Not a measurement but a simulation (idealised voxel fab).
process module | voxel fin reveal
cross-section cut | 200 nm wide | cells 5 nm
A cross-section is a grid of square cells, given in bands from the top down. A band is one or more rows of cells.
Each band's line starts with the height of the band's top and of its bottom, in nm. Then come its materials from left to right, each with its width in nm. One material with "throughout" fills the band from edge to edge. "air" is empty space.
Height 0 is the level under which the wafer as received is all one material. The lowest band goes on downwards, as in "0 down".
A width such as "30 to 40" changes by the same amount from each row of cells to the next, from the band's top row to its bottom row.
"no change" after a step means that no cell of the cross-section changed.
closed voids: empty space of 8 cells or more with no open way to the top, each as width x height at its distance from the left edge, in nm
after a step's settings: what the simulator itself notes on the step
overlay nm, on a step with a mask: how far to the right of its planned place the mask lay; to the left if negative
plan
1 op RECEIVE | material Si
2 op CONFORMAL_DEP | material SiN | thk nm 5
3 op PATTERN | tone cover | mask id FINS | material resist | width nm 15 | pitch nm 45 | thk nm 20 | overlay nm 0
4 op DIRECTIONAL_ETCH | etch materials SiN | depth nm 5
5 op DIRECTIONAL_ETCH | etch materials Si | depth nm 35
6 op STRIP | etch materials resist
7 op FILL_DEP | material SiO2 | thk nm 5
8 op CMP | height nm 5
9 op SELECTIVE_ETCH | etch materials SiO2 | depth nm 20
10 op STRIP | etch materials SiN
11 op CONFORMAL_DEP | material HfO2 | thk nm 5
as received, after step 1
  0 down: Si throughout
  closed voids: none
a wafer at the end: this start, this plan, one mistake
  5 to 0: air 65 | SiN 25 | air 20 | SiN 25 | air 65
  0 to -10: air 65 | SiN 5 | Si 15 | SiN 5 | air 20 | SiN 5 | Si 15 | SiN 5 | air 65
  -10 to -15: SiN 70 | Si 15 | SiN 30 | Si 15 | SiN 70
  -15 to -35: SiO2 70 | Si 15 | SiO2 30 | Si 15 | SiO2 70
  -35 down: Si throughout
  closed voids: none
what went wrong: step 11 ran as: op CONFORMAL_DEP | material SiN | thk nm 5
